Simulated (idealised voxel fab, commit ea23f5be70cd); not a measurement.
Proc. module: voxel local oxidation
Pictured: cross-section cut, 220 nm wide, on a grid of 5 nm square cells.
Notation: cross-section as square-cell grid; stated in bands, top first, going down; one or more cell rows per band. The band entry comprises the height of the band's top followed by the height of its bottom, expressed in nm, and subsequently the band's materials from left to right, each stated together with its width in nm. Where a single material is marked with the word "throughout", that material fills the band from edge to edge. The word "empty" represents empty space. The level at which height equals 0 is the one under which the wafer, as it arrives, is entirely one material. No lower edge exists for the bottom band, which continues downward and is notated as in "from 0 down". Note: "30->40" means the width goes from the first number (top row of the band) to the second number (bottom row) in equal steps per row of cells. "nothing changed" means the step left every cell of the cross-section as it was. So "Voids, sealed" is basically the list of trapped voids: any empty space of 8 cells or more that can't reach the top through an opening. They're written width x height at distance, the distance being from the left edge, and it's all nm. On a step's line, text after the settings is the simulator commenting on that step. overlay nm: step with mask; distance mask lay right of planned place; negative value = left of planned place.
STEPS IN THE PROCESS PLAN
1: op RECEIVE | material Si
2: op CONFORMAL_DEP | material SiO2 | thk nm 5
3: op CONFORMAL_DEP | material SiN | thk nm 10
4: op MASKED_ETCH | tone cover | mask id ACTIVE | width nm 95 | etch materials SiN | depth nm 10 | overlay nm 0
5: op SELECTIVE_ETCH | etch materials SiO2 | depth nm 5
6: op OXIDIZE | depth nm 15
7: op STRIP | etch materials SiN
WAFER, FIRST OF TWO, RUN AS PLANNED
CROSS-SECTION OF THE WAFER UPON ARRIVAL, REPRESENTING THE STATE REACHED AFTER STEP 1
* from 0 down = Si throughout
* Voids, sealed: none
AFTER STEP 2, IN CROSS-SECTION
* from 5 to 0 = SiO2 throughout
* Anything lower than 0 is untouched.
AFTER STEP 3, IN CROSS-SECTION
* from 15 to 5 = SiN throughout
* Anything lower than 5 is untouched.
AFTER STEP 4, IN CROSS-SECTION
* from 15 to 5 = empty=60, then SiN=95, then empty=65
* Anything lower than 5 is untouched.
AFTER STEP 5, IN CROSS-SECTION
* from 15 to 5 = empty=60, then SiN=95, then empty=65
* from 5 to 0 = empty=65, then SiO2=85, then empty=70
* Anything lower than 0 is untouched.
AFTER STEP 6, IN CROSS-SECTION
* from 15 to 5 = empty=60, then SiN=95, then empty=65
* from 5 to 0 = empty=65, then SiO2=85, then empty=70
* from 0 to -15 = SiO2=80, then Si=55, then SiO2=85
* Anything lower than -15 is untouched.
AFTER STEP 7, IN CROSS-SECTION
* from 5 to 0 = empty=65, then SiO2=85, then empty=70
* Anything lower than 0 is untouched.
SECOND WAFER: LIKE START, LIKE PLAN, ONE MISTAKE. THROUGH STEP 3 IT MATCHES THE FIRST WAFER
SECOND WAFER AT THE PLANNED FINISH OF STEP 4, SEEN IN CROSS-SECTION
* from 15 to 5 = empty=65, then SiN=90, then empty=65
* Anything lower than 5 is untouched.
SECOND WAFER AT THE PLANNED FINISH OF STEP 5, SEEN IN CROSS-SECTION
* from 15 to 5 = empty=65, then SiN=90, then empty=65
* from 5 to 0 = empty=70, then SiO2=80, then empty=70
* Anything lower than 0 is untouched.
SECOND WAFER AT THE PLANNED FINISH OF STEP 6, SEEN IN CROSS-SECTION
* from 15 to 5 = empty=65, then SiN=90, then empty=65
* from 5 to 0 = empty=70, then SiO2=80, then empty=70
* from 0 to -15 = SiO2=85, then Si=50, then SiO2=85
* Anything lower than -15 is untouched.
SECOND WAFER AT THE PLANNED FINISH OF STEP 7, SEEN IN CROSS-SECTION
* from 5 to 0 = empty=70, then SiO2=80, then empty=70
* Anything lower than 0 is untouched.
Short version of what went wrong: it should be noted that step 4 was executed with settings other than those planned, the operation and settings actually applied being op MASKED_ETCH | tone cover | mask id ACTIVE | width nm 90 | etch materials SiN | depth nm 10 | overlay nm 0
The closing comparison, in cells, has the second wafer with more or fewer of some materials than the first: Si: 3 fewer | SiO2: 2 more
